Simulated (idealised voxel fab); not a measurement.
process module | voxel released beams
cross-section cut | 205 nm wide | cells 5 nm
A cross-section is a grid of square cells, given in bands from the top down. A band is one or more rows of cells.
Each band's line starts with the height of the band's top and of its bottom, in nm. Then come its materials from left to right, each with its width in nm. One material with "throughout" fills the band from edge to edge. "air" is empty space.
Height 0 is the level under which the wafer as received is all one material. The lowest band goes on downwards, as in "0 down".
A width such as "30 to 40" changes by the same amount from each row of cells to the next, from the band's top row to its bottom row.
"no change" after a step means that no cell of the cross-section changed.
closed voids: empty space of 8 cells or more with no open way to the top, each as width x height at its distance from the left edge, in nm
after a step's settings: what the simulator itself notes on the step
overlay nm, on a step with a mask: how far to the right of its planned place the mask lay; to the left if negative
plan
1 op RECEIVE | material Si
2 op CONFORMAL_DEP | material SiN | thk nm 5
3 op DIRECTIONAL_DEP | material SiO2 | thk nm 20
4 op MASKED_ETCH | tone open | mask id ANCHOR | width nm 45 | etch materials SiO2 | depth nm 20 | overlay nm 0
5 op CONFORMAL_DEP | material W | thk nm 15
6 op DIRECTIONAL_DEP | material aC | thk nm 15
7 op PATTERN | tone cover | mask id BEAM | material resist | width nm 120 | thk nm 35 | overlay nm 0
8 op DIRECTIONAL_ETCH | etch materials aC | depth nm 15
9 op STRIP | etch materials resist
10 op DIRECTIONAL_ETCH | etch materials W | depth nm 15
11 op STRIP | etch materials aC
12 op STRIP | etch materials SiO2
first wafer, as planned
as received, after step 1
  0 down: Si throughout
  closed voids: none
after step 2
  5 to 0: SiN throughout
  below 0: unchanged
after step 3
  25 to 5: SiO2 throughout
  below 5: unchanged
after step 4
  25 to 5: SiO2 45 | air 45 | SiO2 115
  below 5: unchanged
after step 5
  40 to 25: W 60 | air 15 | W 130
  25 to 20: SiO2 45 | W 15 | air 15 | W 15 | SiO2 115
  20 to 5: SiO2 45 | W 45 | SiO2 115
  below 5: unchanged
after step 6
  55 to 40: aC 60 | air 15 | aC 130
  40 to 35: W 60 | air 15 | W 130
  35 to 25: W 60 | aC 15 | W 130
  25 to 20: SiO2 45 | W 15 | aC 15 | W 15 | SiO2 115
  below 20: unchanged
after step 7
  90 to 55: air 40 | resist 120 | air 45
  55 to 40: aC 60 | resist 15 | aC 130
  40 to 35: W 60 | resist 15 | W 130
  below 35: unchanged
after step 8
  75 to 55: air 40 | resist 120 | air 45
  55 to 40: air 40 | aC 20 | resist 15 | aC 85 | air 45
  below 40: unchanged
after step 9
  55 to 40: air 40 | aC 20 | air 15 | aC 85 | air 45
  40 to 35: W 60 | air 15 | W 130
  below 35: unchanged
after step 10
  55 to 40: air 40 | aC 20 | air 15 | aC 85 | air 45
  40 to 35: air 40 | W 20 | air 15 | W 85 | air 45
  35 to 25: air 40 | W 20 | aC 15 | W 85 | air 45
  below 25: unchanged
after step 11
  40 to 25: air 40 | W 20 | air 15 | W 85 | air 45
  25 to 20: SiO2 45 | W 15 | air 15 | W 15 | SiO2 115
  below 20: unchanged
after step 12
  40 to 25: air 40 | W 20 | air 15 | W 85 | air 45
  25 to 20: air 45 | W 15 | air 15 | W 15 | air 115
  20 to 5: air 45 | W 45 | air 115
  below 5: unchanged
second wafer: like start, like plan, one mistake. Through step 4 it matches the first wafer
when step 5 should have ended
  55 to 25: W throughout
  25 to 5: SiO2 45 | W 45 | SiO2 115
  below 5: unchanged
when step 6 should have ended
  70 to 55: aC throughout
  below 55: unchanged
when step 7 should have ended
  105 to 70: air 40 | resist 120 | air 45
  below 70: unchanged
when step 8 should have ended
  90 to 70: air 40 | resist 120 | air 45
  70 to 55: air 40 | aC 120 | air 45
  below 55: unchanged
when step 9 should have ended
  70 to 55: air 40 | aC 120 | air 45
  below 55: unchanged
when step 10 should have ended
  70 to 55: air 40 | aC 120 | air 45
  55 to 40: air 40 | W 120 | air 45
  below 40: unchanged
when step 11 should have ended
  55 to 40: air 40 | W 120 | air 45
  below 40: unchanged
when step 12 should have ended: no change
what went wrong: step 5 was run twice
at the end the second wafer has, in cells: 128 more of SiO2 | 135 more of W
